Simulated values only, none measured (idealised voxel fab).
Process module name: voxel quadruple lines
Section shown: cut. Width: 270 nm. Cell size: 5 nm, square.
Just so we're on the same page, the cross-sections are grids of square cells, and they're listed out in bands top to bottom, each band one or more rows deep.
In this notation a band is specified by the heights of its top and bottom, in that order and in nm, after which its materials appear from left to right, each paired with its width in nm. The word "everywhere" attached to a single material means that material fills the band from edge to edge; the word "air" stands for empty space.
For the purposes of this specification, 0 denotes the height below which the wafer in its as-received condition is composed wholly of one material, and the lowermost band, lacking a lower limit, extends downward without end, as expressed in "0 and below".
A two-number width, for instance "30->40", indicates that the width is equal to the first number in the top row of the band and to the second number in the bottom row, and that it changes by a constant amount per row of cells.
Given "nothing got changed" for a step, no cell of the cross-section differs between before and after that step.
"Cavities, closed": sealed empty spaces, 8 cells or more, no open way to top, listed width x height at distance, with distance from the left edge and width, height and distance in nm.
Read whatever lies past the settings on a step's line as the simulator's own remark about the step.
The optional step-line setting "overlay nm" applies to steps with a mask and quantifies how far to the right of its planned location the mask lay, a negative value indicating leftward placement.

Planned process steps:
- 1: RECEIVE [material Si]
- 2: CONFORMAL_DEP [material SiO2] [thk nm 10]
- 3: DIRECTIONAL_DEP [material TiN] [thk nm 10]
- 4: DIRECTIONAL_DEP [material polySi] [thk nm 15]
- 5: DIRECTIONAL_DEP [material aC] [thk nm 20]
- 6: PATTERN [tone cover] [mask id MANDREL] [material resist] [width nm 35] [thk nm 30] [overlay nm 0]
- 7: DIRECTIONAL_ETCH [etch materials aC] [depth nm 20]
- 8: STRIP [etch materials resist]
- 9: CONFORMAL_DEP [material SiO2] [thk nm 15]
- 10: DIRECTIONAL_ETCH [etch materials SiO2] [depth nm 15]
- 11: STRIP [etch materials aC]
- 12: DIRECTIONAL_ETCH [etch materials polySi] [depth nm 15]
- 13: STRIP [etch materials SiO2]
- 14: CONFORMAL_DEP [material SiN] [thk nm 10]
- 15: DIRECTIONAL_ETCH [etch materials SiN] [depth nm 10]
- 16: STRIP [etch materials polySi]
- 17: DIRECTIONAL_ETCH [etch materials TiN] [depth nm 10]
- 18: STRIP [etch materials SiN]
- 19: FILL_DEP [material SiO2] [thk nm 5]
- 20: CMP [height nm 20]

Cross-section of the wafer at receipt, which is the condition after step 1:
- 0 and below = Si everywhere
- Cavities, closed: none

Wafer cross-section at end of module: start and plan as shown above, one execution error:
- 20 down to 10 = polySi everywhere
- 10 down to 0 = SiO2 everywhere
- 0 and below = Si everywhere
- Cavities, closed: none
Plan not followed: steps 3 and 4 were swapped
